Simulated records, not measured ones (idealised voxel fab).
The name of this process module is voxel air gaps.
Each square cell in cross-section cut measures 5 nm, and the section as a whole is 265 nm wide.
Heads up, the way a cross-section reads in here is a grid of square cells, handed over as bands from the top down, with every band being one or more rows of cells. Look at the band entry: it leads with the top's height and the bottom's height in nm. Then it lists the materials left to right, with a width in nm for each. The word "all across" on a single material says that material fills the band edge to edge. The word "air" is empty space. All heights in this document are referenced to 0, defined as the level beneath which the wafer, as received, consists entirely of one material. The lowest band is not bounded below; it extends indefinitely downward and is written in the form "0 down". The notation "30->40" denotes a width that varies across the rows of cells in the band, beginning at the first number in the top row, finishing at the second number in the bottom row, and changing by an identical amount from each row to the next. It should be understood that the words "no modifications", when stated for a given step, signify that the cross-section underwent no change in any of its cells during that step. In the "Voids lacking openings" entry, you get each enclosed empty space of 8 cells or more, one with no open way to the top, written width x height at distance, distance from the left edge, in nm. It should be noted that, on the line of a given step, the content following the step's settings is a remark produced by the simulator itself with respect to that step. The "overlay nm" setting may appear on a step's line; for a step that uses a mask, it gives how far to the right of its planned position the mask lay, and a negative value indicates the left.
[List of planned process steps]
1: RECEIVE: material Si
2: CONFORMAL_DEP: material SiO2, thk nm 10
3: CONFORMAL_DEP: material SiCN, thk nm 5
4: DIRECTIONAL_DEP: material lowk, thk nm 40
5: MASKED_ETCH: tone open, mask id LINES, width nm 20, pitch nm 45, etch materials lowk, depth nm 40, overlay nm 0
6: CONFORMAL_DEP: material TiN, thk nm 5
7: FILL_DEP: material W, thk nm 5
8: CMP: height nm 55
9: EPI: material Ru, thk nm 10
10: SELECTIVE_ETCH: etch materials lowk, depth nm 50
11: CONFORMAL_DEP: material SiCN, thk nm 5
[First of two wafers, processed according to plan]
[Cross-sectional view of the wafer in its as-received condition, corresponding to the state after step 1]
  0 down = Si all across
  Voids lacking openings: none
[Sectional view: wafer, after step 2]
  10 to 0 = SiO2 all across
  Everything under 0 stays put, no change at all.
[Sectional view: wafer, after step 3]
  15 to 10 = SiCN all across
  Everything under 10 stays put, no change at all.
[Sectional view: wafer, after step 4]
  55 to 15 = lowk all across
  Everything under 15 stays put, no change at all.
[Sectional view: wafer, after step 5]
  55 to 15 = 75 lowk, then 20 air, then 25 lowk, then 20 air, then 25 lowk, then 20 air, then 80 lowk
  Everything under 15 stays put, no change at all.
[Sectional view: wafer, after step 6]
  60 to 55 = 80 TiN, then 10 air, then 35 TiN, then 10 air, then 35 TiN, then 10 air, then 85 TiN
  55 to 20 = 75 lowk, then 5 TiN, then 10 air, then 5 TiN, then 25 lowk, then 5 TiN, then 10 air, then 5 TiN, then 25 lowk, then 5 TiN, then 10 air, then 5 TiN, then 80 lowk
  20 to 15 = 75 lowk, then 20 TiN, then 25 lowk, then 20 TiN, then 25 lowk, then 20 TiN, then 80 lowk
  Everything under 15 stays put, no change at all.
[Sectional view: wafer, after step 7]
  65 to 60 = W all across
  60 to 55 = 80 TiN, then 10 W, then 35 TiN, then 10 W, then 35 TiN, then 10 W, then 85 TiN
  55 to 20 = 75 lowk, then 5 TiN, then 10 W, then 5 TiN, then 25 lowk, then 5 TiN, then 10 W, then 5 TiN, then 25 lowk, then 5 TiN, then 10 W, then 5 TiN, then 80 lowk
  Everything under 20 stays put, no change at all.
[Sectional view: wafer, after step 8]
  55 to 20 = 75 lowk, then 5 TiN, then 10 W, then 5 TiN, then 25 lowk, then 5 TiN, then 10 W, then 5 TiN, then 25 lowk, then 5 TiN, then 10 W, then 5 TiN, then 80 lowk
  Everything under 20 stays put, no change at all.
[Sectional view: wafer, after step 9]
  65 to 55 = 65 air, then 40 Ru, then 5 air, then 40 Ru, then 5 air, then 40 Ru, then 70 air
  Everything under 55 stays put, no change at all.
[Sectional view: wafer, after step 10]
  65 to 55 = 65 air, then 40 Ru, then 5 air, then 40 Ru, then 5 air, then 40 Ru, then 70 air
  55 to 20 = 75 air, then 5 TiN, then 10 W, then 5 TiN, then 25 air, then 5 TiN, then 10 W, then 5 TiN, then 25 air, then 5 TiN, then 10 W, then 5 TiN, then 80 air
  20 to 15 = 75 air, then 20 TiN, then 25 air, then 20 TiN, then 25 air, then 20 TiN, then 80 air
  Everything under 15 stays put, no change at all.
[Sectional view: wafer, after step 11]
  70 to 65 = 60 air, then 140 SiCN, then 65 air
  65 to 55 = 60 air, then 5 SiCN, then 40 Ru, then 5 SiCN, then 40 Ru, then 5 SiCN, then 40 Ru, then 5 SiCN, then 65 air
  55 to 50 = 60 air, then 15 SiCN, then 5 TiN, then 10 W, then 5 TiN, then 25 SiCN, then 5 TiN, then 10 W, then 5 TiN, then 25 SiCN, then 5 TiN, then 10 W, then 5 TiN, then 15 SiCN, then 65 air
  50 to 20 = 70 air, then 5 SiCN, then 5 TiN, then 10 W, then 5 TiN, then 5 SiCN, then 15 air, then 5 SiCN, then 5 TiN, then 10 W, then 5 TiN, then 5 SiCN, then 15 air, then 5 SiCN, then 5 TiN, then 10 W, then 5 TiN, then 5 SiCN, then 75 air
  20 to 15 = 75 SiCN, then 20 TiN, then 25 SiCN, then 20 TiN, then 25 SiCN, then 20 TiN, then 80 SiCN
  Everything under 15 stays put, no change at all.
  Voids lacking openings: 15 x 30 at 100; 15 x 30 at 145
[Second wafer. Start and plan as for the first. One mistake made in running. Agrees with the first up to and including step 2]
Cross-section: second wafer, time at which step 3 was scheduled to end: no modifications
[Cross-section: second wafer, time at which step 4 was scheduled to end]
  50 to 10 = lowk all across
  Everything under 10 stays put, no change at all.
[Cross-section: second wafer, time at which step 5 was scheduled to end]
  50 to 10 = 75 lowk, then 20 air, then 25 lowk, then 20 air, then 25 lowk, then 20 air, then 80 lowk
  Everything under 10 stays put, no change at all.
[Cross-section: second wafer, time at which step 6 was scheduled to end]
  55 to 50 = 80 TiN, then 10 air, then 35 TiN, then 10 air, then 35 TiN, then 10 air, then 85 TiN
  50 to 15 = 75 lowk, then 5 TiN, then 10 air, then 5 TiN, then 25 lowk, then 5 TiN, then 10 air, then 5 TiN, then 25 lowk, then 5 TiN, then 10 air, then 5 TiN, then 80 lowk
  15 to 10 = 75 lowk, then 20 TiN, then 25 lowk, then 20 TiN, then 25 lowk, then 20 TiN, then 80 lowk
  Everything under 10 stays put, no change at all.
[Cross-section: second wafer, time at which step 7 was scheduled to end]
  60 to 55 = W all across
  55 to 50 = 80 TiN, then 10 W, then 35 TiN, then 10 W, then 35 TiN, then 10 W, then 85 TiN
  50 to 15 = 75 lowk, then 5 TiN, then 10 W, then 5 TiN, then 25 lowk, then 5 TiN, then 10 W, then 5 TiN, then 25 lowk, then 5 TiN, then 10 W, then 5 TiN, then 80 lowk
  Everything under 15 stays put, no change at all.
[Cross-section: second wafer, time at which step 8 was scheduled to end]
  55 to 50 = 80 TiN, then 10 W, then 35 TiN, then 10 W, then 35 TiN, then 10 W, then 85 TiN
  Everything under 50 stays put, no change at all.
[Cross-section: second wafer, time at which step 9 was scheduled to end]
  65 to 55 = Ru all across
  Everything under 55 stays put, no change at all.
Cross-section: second wafer, time at which step 10 was scheduled to end: no modifications
[Cross-section: second wafer, time at which step 11 was scheduled to end]
  70 to 65 = SiCN all across
  Everything under 65 stays put, no change at all.
what went wrong: skipped: plan step 3 (never run)
Per the end-of-run cell counts, the second wafer holds more or fewer of some materials than the first: Ru: 58 more | SiCN: 129 fewer | TiN: 47 more | W: 6 more | lowk: 328 more
Closed voids, final: 2 / 0 (first wafer / second wafer).
